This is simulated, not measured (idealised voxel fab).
Title: Process Module voxel wiring stack
Section cut is 165 nm wide and gridded with 5 nm square cells.
Format of a cross-section: grid, square cells. Given as bands. Order: top down. Band: one or more rows of cells.
In this notation a band is specified by the heights of its top and bottom, in that order and in nm, after which its materials appear from left to right, each paired with its width in nm. The word "everywhere" attached to a single material means that material fills the band from edge to edge; the word "empty" stands for empty space.
Heights are measured from 0, the level below which the as-received wafer is all one material; the lowest band has no bottom and continues downward, written as in "0 down".
Read "30->40" as a graded width: first number on top, second number at the bottom, same change between each pair of neighbouring rows.
No cell of the cross-section changed in a step that is given as "nothing altered".
"Cavities, closed": empty spaces of 8 cells or more with no open way to the top, each given as width x height at distance, distance from the left edge, all in nm.
Step line, after settings: the simulator's comment on this step.
The optional step-line setting "overlay nm" applies to steps with a mask and quantifies how far to the right of its planned location the mask lay, a negative value indicating leftward placement.
Set out below are the planned steps of the process
1: op RECEIVE | material Si
2: op CONFORMAL_DEP | material SiO2 | thk nm 15
3: op CONFORMAL_DEP | material SiCN | thk nm 5
4: op DIRECTIONAL_DEP | material lowk | thk nm 25
5: op DIRECTIONAL_DEP | material aC | thk nm 10
6: op PATTERN | tone open | mask id METAL_1 | material resist | width nm 25 | pitch nm 40 | thk nm 25 | overlay nm 0
7: op DIRECTIONAL_ETCH | etch materials aC | depth nm 10
8: op STRIP | etch materials resist
9: op DIRECTIONAL_ETCH | etch materials lowk | depth nm 25
10: op DIRECTIONAL_ETCH | etch materials SiCN | depth nm 5
11: op STRIP | etch materials aC
12: op CONFORMAL_DEP | material TiN | thk nm 5
13: op FILL_DEP | material Cu | thk nm 10
14: op CMP | height nm 45
15: op CONFORMAL_DEP | material SiCN | thk nm 5
16: op DIRECTIONAL_DEP | material SiO2 | thk nm 20
17: op PATTERN | tone open | mask id PLUG_1 | material resist | width nm 15 | pitch nm 40 | thk nm 15 | overlay nm 0
18: op DIRECTIONAL_ETCH | etch materials SiO2 | depth nm 20
19: op DIRECTIONAL_ETCH | etch materials SiCN | depth nm 5
20: op STRIP | etch materials resist
21: op EPI | material Ru | thk nm 10
22: op EPI | material Ru | thk nm 10
23: op EPI | material Ru | thk nm 5
24: op CONFORMAL_DEP | material SiCN | thk nm 5
25: op DIRECTIONAL_DEP | material SiO2 | thk nm 20
26: op DIRECTIONAL_DEP | material aC | thk nm 10
27: op PATTERN | tone open | mask id METAL_2 | material resist | width nm 25 | pitch nm 40 | thk nm 25 | overlay nm -15
28: op DIRECTIONAL_ETCH | etch materials aC | depth nm 10
29: op STRIP | etch materials resist
30: op DIRECTIONAL_ETCH | etch materials SiO2 | depth nm 20
31: op DIRECTIONAL_ETCH | etch materials SiCN | depth nm 5
32: op STRIP | etch materials aC
33: op CONFORMAL_DEP | material TiN | thk nm 5
34: op FILL_DEP | material W | thk nm 10
35: op CMP | height nm 95
36: op CONFORMAL_DEP | material SiN | thk nm 5
What sets these wafers apart? The overlay nm at step 27. They all start alike, and the plan carries the first wafer's value.
Incoming state of the first of several wafers in cross-section: after step 1
	0 down = Si everywhere
	Cavities, closed: none
The figure below presents a cross-section of the first of several wafers at the conclusion of the module, following its last step, step 36
	100 to 95 = SiN everywhere
	95 to 75 = 15 SiO2, 5 TiN, 15 W, 5 TiN, 15 SiO2, 5 TiN, 15 W, 5 TiN, 15 SiO2, 5 TiN, 15 W, 5 TiN, 45 SiO2
	75 to 70 = 15 SiCN, 25 TiN, 15 SiCN, 25 TiN, 15 SiCN, 25 TiN, 45 SiCN
	70 to 50 = 30 SiO2, 15 Ru, 25 SiO2, 15 Ru, 25 SiO2, 15 Ru, 40 SiO2
	50 to 45 = 30 SiCN, 15 Ru, 25 SiCN, 15 Ru, 25 SiCN, 15 Ru, 40 SiCN
	45 to 20 = 30 lowk, 5 TiN, 15 Cu, 5 TiN, 15 lowk, 5 TiN, 15 Cu, 5 TiN, 15 lowk, 5 TiN, 15 Cu, 5 TiN, 30 lowk
	20 to 15 = 30 SiCN, 25 TiN, 15 SiCN, 25 TiN, 15 SiCN, 25 TiN, 30 SiCN
	15 to 0 = SiO2 everywhere
	0 down = Si everywhere
	Cavities, closed: none
Cross-sectional view of the final wafer of several at the module's end
	100 to 95 = SiN everywhere
	95 to 75 = 45 SiO2, 5 TiN, 15 W, 5 TiN, 15 SiO2, 5 TiN, 15 W, 5 TiN, 15 SiO2, 5 TiN, 15 W, 5 TiN, 15 SiO2
	75 to 70 = 45 SiCN, 25 TiN, 15 SiCN, 25 TiN, 15 SiCN, 25 TiN, 15 SiCN
	70 to 50 = 30 SiO2, 15 Ru, 25 SiO2, 15 Ru, 25 SiO2, 15 Ru, 40 SiO2
	50 to 45 = 30 SiCN, 15 Ru, 25 SiCN, 15 Ru, 25 SiCN, 15 Ru, 40 SiCN
	45 to 20 = 30 lowk, 5 TiN, 15 Cu, 5 TiN, 15 lowk, 5 TiN, 15 Cu, 5 TiN, 15 lowk, 5 TiN, 15 Cu, 5 TiN, 30 lowk
	20 to 15 = 30 SiCN, 25 TiN, 15 SiCN, 25 TiN, 15 SiCN, 25 TiN, 30 SiCN
	15 to 0 = SiO2 everywhere
	0 down = Si everywhere
	Cavities, closed: none
Every row in this table is a wafer at the end of the module, and it gives, for each of the materials, the cells that wafer has gained (+) or lost (-) since it was received, then its closed voids
overlay nm -15; +45 Cu; +45 Ru; +60 SiCN; +33 SiN; +267 SiO2; +84 TiN; +36 W; +90 lowk; Cavities, closed: none
overlay nm -10; +45 Cu; +45 Ru; +60 SiCN; +33 SiN; +267 SiO2; +84 TiN; +36 W; +90 lowk; Cavities, closed: none
overlay nm -5; +45 Cu; +45 Ru; +60 SiCN; +33 SiN; +267 SiO2; +84 TiN; +36 W; +90 lowk; Cavities, closed: none
overlay nm 0; +45 Cu; +45 Ru; +60 SiCN; +33 SiN; +267 SiO2; +84 TiN; +36 W; +90 lowk; Cavities, closed: none
overlay nm 5; +45 Cu; +45 Ru; +60 SiCN; +33 SiN; +267 SiO2; +84 TiN; +36 W; +90 lowk; Cavities, closed: none
overlay nm 10; +45 Cu; +45 Ru; +60 SiCN; +33 SiN; +267 SiO2; +84 TiN; +36 W; +90 lowk; Cavities, closed: none
overlay nm 15; +45 Cu; +45 Ru; +60 SiCN; +33 SiN; +267 SiO2; +84 TiN; +36 W; +90 lowk; Cavities, closed: none
